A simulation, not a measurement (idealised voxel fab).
process module | voxel transistor to metal
cross-section cut | 205 nm wide | cells 5 nm
A cross-section is a grid of square cells, given in bands from the top down. A band is one or more rows of cells.
Each band's line starts with the height of the band's top and of its bottom, in nm. Then come its materials from left to right, each with its width in nm. One material with "throughout" fills the band from edge to edge. "air" is empty space.
Height 0 is the level under which the wafer as received is all one material. The lowest band goes on downwards, as in "0 down".
A width such as "30 to 40" changes by the same amount from each row of cells to the next, from the band's top row to its bottom row.
"no change" after a step means that no cell of the cross-section changed.
closed voids: empty space of 8 cells or more with no open way to the top, each as width x height at its distance from the left edge, in nm
after a step's settings: what the simulator itself notes on the step
overlay nm, on a step with a mask: how far to the right of its planned place the mask lay; to the left if negative
plan
1 op RECEIVE | material Si
2 op CONFORMAL_DEP | material SiO2 | thk nm 5
3 op CONFORMAL_DEP | material SiN | thk nm 15
4 op MASKED_ETCH | tone cover | mask id ACTIVE | width nm 105 | etch materials SiN | depth nm 15 | overlay nm 0
5 op MASKED_ETCH | tone cover | mask id ACTIVE | width nm 105 | etch materials SiO2 | depth nm 5 | overlay nm 0
6 op MASKED_ETCH | tone cover | mask id ACTIVE | width nm 105 | etch materials Si | depth nm 35 | overlay nm 0
7 op FILL_DEP | material SiO2 | thk nm 15
8 op CMP | height nm 20
9 op SELECTIVE_ETCH | etch materials SiO2 | depth nm 5
10 op STRIP | etch materials SiN
11 op SELECTIVE_ETCH | etch materials SiO2 | depth nm 5
12 op OXIDIZE | depth nm 5
13 op DIRECTIONAL_DEP | material polySi | thk nm 20
14 op DIRECTIONAL_DEP | material SiCN | thk nm 15
15 op DIRECTIONAL_DEP | material aC | thk nm 10
16 op PATTERN | tone cover | mask id GATE | material resist | width nm 15 | thk nm 30 | overlay nm 0
17 op DIRECTIONAL_ETCH | etch materials aC | depth nm 10
18 op STRIP | etch materials resist
19 op DIRECTIONAL_ETCH | etch materials SiCN | depth nm 25
20 op DIRECTIONAL_ETCH | etch materials polySi | depth nm 30
21 op STRIP | etch materials aC
22 op CONFORMAL_DEP | material SiO2 | thk nm 5
23 op DIRECTIONAL_ETCH | etch materials SiO2 | depth nm 5
24 op CONFORMAL_DEP | material SiN | thk nm 5
25 op DIRECTIONAL_ETCH | etch materials SiN | depth nm 5
26 op DIRECTIONAL_ETCH | etch materials SiO2 | depth nm 5
27 op DIRECTIONAL_ETCH | etch materials Si | depth nm 15
28 op EPI | material nSi | thk nm 15
29 op FILL_DEP | material SiO2 | thk nm 5
30 op CMP | height nm 35
31 op DIRECTIONAL_DEP | material SiO2 | thk nm 15
32 op DIRECTIONAL_DEP | material aC | thk nm 15
33 op PATTERN | tone open | mask id CONTACT | material resist | width nm 35 | pitch nm 60 | thk nm 30 | overlay nm 0
34 op DIRECTIONAL_ETCH | etch materials aC | depth nm 15
35 op STRIP | etch materials resist
36 op DIRECTIONAL_ETCH | etch materials SiO2 | depth nm 40
37 op STRIP | etch materials aC
38 op CONFORMAL_DEP | material TiN | thk nm 5
39 op FILL_DEP | material Ru | thk nm 10
40 op CMP | height nm 50
41 op DIRECTIONAL_DEP | material TiN | thk nm 5
42 op DIRECTIONAL_DEP | material W | thk nm 15
43 op PATTERN | tone cover | mask id METAL_1 | material resist | width nm 20 | pitch nm 75 | thk nm 15 | overlay nm 0
44 op DIRECTIONAL_ETCH | etch materials W | depth nm 15
45 op DIRECTIONAL_ETCH | etch materials TiN | depth nm 5
46 op STRIP | etch materials resist
47 op FILL_DEP | material lowk | thk nm 5
48 op CMP | height nm 70
49 op CONFORMAL_DEP | material SiN | thk nm 5
as received, after step 1
  0 down: Si throughout
  closed voids: none
first wafer at the end, as planned
  75 to 70: SiN throughout
  70 to 55: lowk 55 | W 20 | lowk 55 | W 20 | lowk 55
  55 to 50: lowk 55 | TiN 20 | lowk 55 | TiN 20 | lowk 55
  50 to 40: SiO2 55 | TiN 5 | Ru 25 | TiN 5 | SiO2 25 | TiN 5 | Ru 25 | TiN 5 | SiO2 55
  40 to 35: SiO2 55 | TiN 5 | Ru 20 | TiN 10 | SiO2 25 | TiN 10 | Ru 20 | TiN 5 | SiO2 55
  35 to 20: SiO2 55 | TiN 5 | Ru 20 | TiN 5 | SiN 5 | SiO2 5 | SiCN 15 | SiO2 5 | SiN 5 | TiN 5 | Ru 20 | TiN 5 | SiO2 55
  20 to 15: SiO2 55 | TiN 5 | Ru 20 | TiN 5 | SiN 5 | SiO2 5 | polySi 15 | SiO2 5 | SiN 5 | TiN 5 | Ru 20 | TiN 5 | SiO2 55
  15 to 10: SiO2 55 | TiN 30 | SiN 5 | SiO2 5 | polySi 15 | SiO2 5 | SiN 5 | TiN 30 | SiO2 55
  10 to 0: SiO2 50 | SiN 5 | nSi 30 | SiN 5 | SiO2 5 | polySi 15 | SiO2 5 | SiN 5 | nSi 30 | SiN 5 | SiO2 50
  0 to -5: SiO2 55 | nSi 30 | SiO2 35 | nSi 30 | SiO2 55
  -5 to -20: SiO2 50 | Si 5 | nSi 30 | Si 35 | nSi 30 | Si 5 | SiO2 50
  -20 to -35: SiO2 50 | Si 105 | SiO2 50
  -35 down: Si throughout
  closed voids: none
second wafer at the end: like start, like plan, one mistake
  75 to 70: SiN throughout
  70 to 55: lowk 55 | W 20 | lowk 55 | W 20 | lowk 55
  55 to 50: lowk 55 | TiN 20 | lowk 55 | TiN 20 | lowk 55
  50 to 35: SiO2 55 | TiN 5 | Ru 25 | TiN 5 | SiO2 25 | TiN 5 | Ru 25 | TiN 5 | SiO2 55
  35 to 25: SiO2 55 | TiN 5 | Ru 25 | TiN 5 | SiO2 5 | SiCN 15 | SiO2 5 | TiN 5 | Ru 25 | TiN 5 | SiO2 55
  25 to 20: SiO2 55 | TiN 5 | Ru 20 | TiN 10 | SiO2 5 | SiCN 15 | SiO2 5 | TiN 10 | Ru 20 | TiN 5 | SiO2 55
  20 to 15: SiO2 55 | TiN 5 | Ru 20 | TiN 5 | SiN 5 | SiO2 5 | polySi 15 | SiO2 5 | SiN 5 | TiN 5 | Ru 20 | TiN 5 | SiO2 55
  15 to 10: SiO2 55 | TiN 30 | SiN 5 | SiO2 5 | polySi 15 | SiO2 5 | SiN 5 | TiN 30 | SiO2 55
  10 to 0: SiO2 45 to 50 | nSi 40 to 35 | SiN 5 | SiO2 5 | polySi 15 | SiO2 5 | SiN 5 | nSi 40 to 35 | SiO2 45 to 50
  0 to -5: SiO2 55 | nSi 30 | SiO2 35 | nSi 30 | SiO2 55
  -5 to -35: SiO2 50 | Si 105 | SiO2 50
  -35 down: Si throughout
  closed voids: none
what went wrong: step 27 ran as: op DIRECTIONAL_ETCH | etch materials SiN | depth nm 15
at the end the second wafer has, in cells: 6 more of Ru | 36 more of Si | 10 fewer of SiN | 2 fewer of SiO2 | 30 fewer of nSi
